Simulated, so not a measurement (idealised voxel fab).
Name of the process module below: voxel transistor to metal
Displayed cross-section: cut, width of 155 nm, square cells sized 5 nm.
Bands, listed from the top down, are how a cross-section gets written in this document; the cross-section itself is a grid of square cells, and a band is one or more rows of them.
Quick guide to a band line: top height, bottom height (nm) up front; then every material left to right with its width in nm. Only one material and it's marked "full width"? Then it fills the band edge to edge. And "blank" just means empty space.
The level at which height equals 0 is the one under which the wafer, as it arrives, is entirely one material. No lower edge exists for the bottom band, which continues downward and is notated as in "from 0 down".
A two-number width, for instance "30 to 40", indicates that the width is equal to the first number in the top row of the band and to the second number in the bottom row, and that it changes by a constant amount per row of cells.
Where a step carries "identical to before", the cross-section came out of it unchanged, cell for cell.
For the entry "Sealed voids", the listed items are empty spaces with no open way to the top whose size is 8 cells or more; each item follows the pattern width x height at distance, where distance is from the left edge and all three are in nm.
Post-settings text on a step line: simulator's own remark regarding the step.
Regarding "overlay nm": on a step with a mask, it is the distance the mask lay to the right of its planned place; a negative value places it to the left.
So here's the lineup of process steps we planned
1) RECEIVE [material Si]
2) CONFORMAL_DEP [material SiO2] [thk nm 5]
3) CONFORMAL_DEP [material SiN] [thk nm 10]
4) PATTERN [tone cover] [mask id ACTIVE] [material resist] [width nm 105] [thk nm 15] [overlay nm 0]
5) DIRECTIONAL_ETCH [etch materials SiN] [depth nm 10]
6) DIRECTIONAL_ETCH [etch materials SiO2] [depth nm 5]
7) DIRECTIONAL_ETCH [etch materials Si] [depth nm 35]
8) STRIP [etch materials resist]
9) OXIDIZE [depth nm 5]
10) FILL_DEP [material SiO2] [thk nm 10]
11) CMP [height nm 15]
12) SELECTIVE_ETCH [etch materials SiO2] [depth nm 10]
13) STRIP [etch materials SiN]
14) SELECTIVE_ETCH [etch materials SiO2] [depth nm 5]
15) OXIDIZE [depth nm 5]
16) DIRECTIONAL_DEP [material polySi] [thk nm 20]
17) DIRECTIONAL_DEP [material SiCN] [thk nm 10]
18) MASKED_ETCH [tone cover] [mask id GATE] [width nm 25] [etch materials SiCN] [depth nm 20] [overlay nm 0]
19) MASKED_ETCH [tone cover] [mask id GATE] [width nm 15] [etch materials polySi] [depth nm 30] [overlay nm 0]
20) CONFORMAL_DEP [material SiN] [thk nm 10]
21) DIRECTIONAL_ETCH [etch materials SiN] [depth nm 10]
22) DIRECTIONAL_ETCH [etch materials SiO2] [depth nm 5]
23) EPI [material SiGe] [thk nm 5]
24) FILL_DEP [material SiO2] [thk nm 10]
25) CMP [height nm 30]
26) DIRECTIONAL_DEP [material SiO2] [thk nm 10]
27) MASKED_ETCH [tone open] [mask id CONTACT] [width nm 25] [pitch nm 60] [etch materials SiO2] [depth nm 40] [overlay nm 0]
28) CONFORMAL_DEP [material TiN] [thk nm 5]
29) FILL_DEP [material Ru] [thk nm 5]
30) CMP [height nm 40]
31) CONFORMAL_DEP [material SiN] [thk nm 5]
32) DIRECTIONAL_DEP [material SiO2] [thk nm 20]
33) PATTERN [tone open] [mask id METAL_1] [material resist] [width nm 15] [pitch nm 70] [thk nm 20] [overlay nm 0]
34) DIRECTIONAL_ETCH [etch materials SiO2] [depth nm 20]
35) DIRECTIONAL_ETCH [etch materials SiN] [depth nm 5]
36) STRIP [etch materials resist]
37) CONFORMAL_DEP [material TiN] [thk nm 5]
38) FILL_DEP [material Cu] [thk nm 5]
39) CMP [height nm 65]
40) EPI [material Ru] [thk nm 5]
41) FILL_DEP [material SiCN] [thk nm 5]
42) DIRECTIONAL_DEP [material lowk] [thk nm 35]
43) DIRECTIONAL_DEP [material aC] [thk nm 15]
44) PATTERN [tone open] [mask id METAL_2] [material resist] [width nm 15] [pitch nm 70] [thk nm 30] [overlay nm 0]
45) DIRECTIONAL_ETCH [etch materials aC] [depth nm 15]
46) STRIP [etch materials resist]
47) DIRECTIONAL_ETCH [etch materials lowk] [depth nm 20]
48) STRIP [etch materials aC]
49) PATTERN [tone open] [mask id METAL_2_HOLES] [material resist] [width nm 15] [pitch nm 70] [thk nm 15] [overlay nm 0]
50) DIRECTIONAL_ETCH [etch materials lowk] [depth nm 15]
51) DIRECTIONAL_ETCH [etch materials SiCN] [depth nm 5]
52) STRIP [etch materials resist]
53) CONFORMAL_DEP [material TiN] [thk nm 5]
54) FILL_DEP [material Ru] [thk nm 5]
55) CMP [height nm 110]
56) CONFORMAL_DEP [material SiCN] [thk nm 5]
It is noted that the wafers described herein are identical at the outset and are distinguished by the width nm of step 19; the value stated in the plan corresponds to the first wafer.
The first of several wafers, as received after step 1, seen in section
	from 0 down  Si full width
	Sealed voids: none
Per-wafer rows below. For each material: cells gained (+) or lost (-) since the wafer was received, as of end of module. Then: closed voids
width nm 15; +8 Cu; +54 Ru; -115 Si; +87 SiCN; +12 SiGe; +49 SiN; +329 SiO2; +94 TiN; +175 lowk; +20 polySi; Sealed voids: none
width nm 20; +8 Cu; +54 Ru; -115 Si; +87 SiCN; +12 SiGe; +49 SiN; +329 SiO2; +94 TiN; +175 lowk; +20 polySi; Sealed voids: none
width nm 25; +8 Cu; +54 Ru; -115 Si; +87 SiCN; +12 SiGe; +49 SiN; +329 SiO2; +94 TiN; +175 lowk; +20 polySi; Sealed voids: none
width nm 30; +8 Cu; +50 Ru; -115 Si; +87 SiCN; +11 SiGe; +49 SiN; +330 SiO2; +94 TiN; +175 lowk; +24 polySi; Sealed voids: none
width nm 35; +8 Cu; +46 Ru; -115 Si; +87 SiCN; +10 SiGe; +49 SiN; +331 SiO2; +94 TiN; +175 lowk; +28 polySi; Sealed voids: none
width nm 40; +8 Cu; +42 Ru; -115 Si; +87 SiCN; +9 SiGe; +49 SiN; +332 SiO2; +94 TiN; +175 lowk; +32 polySi; Sealed voids: none
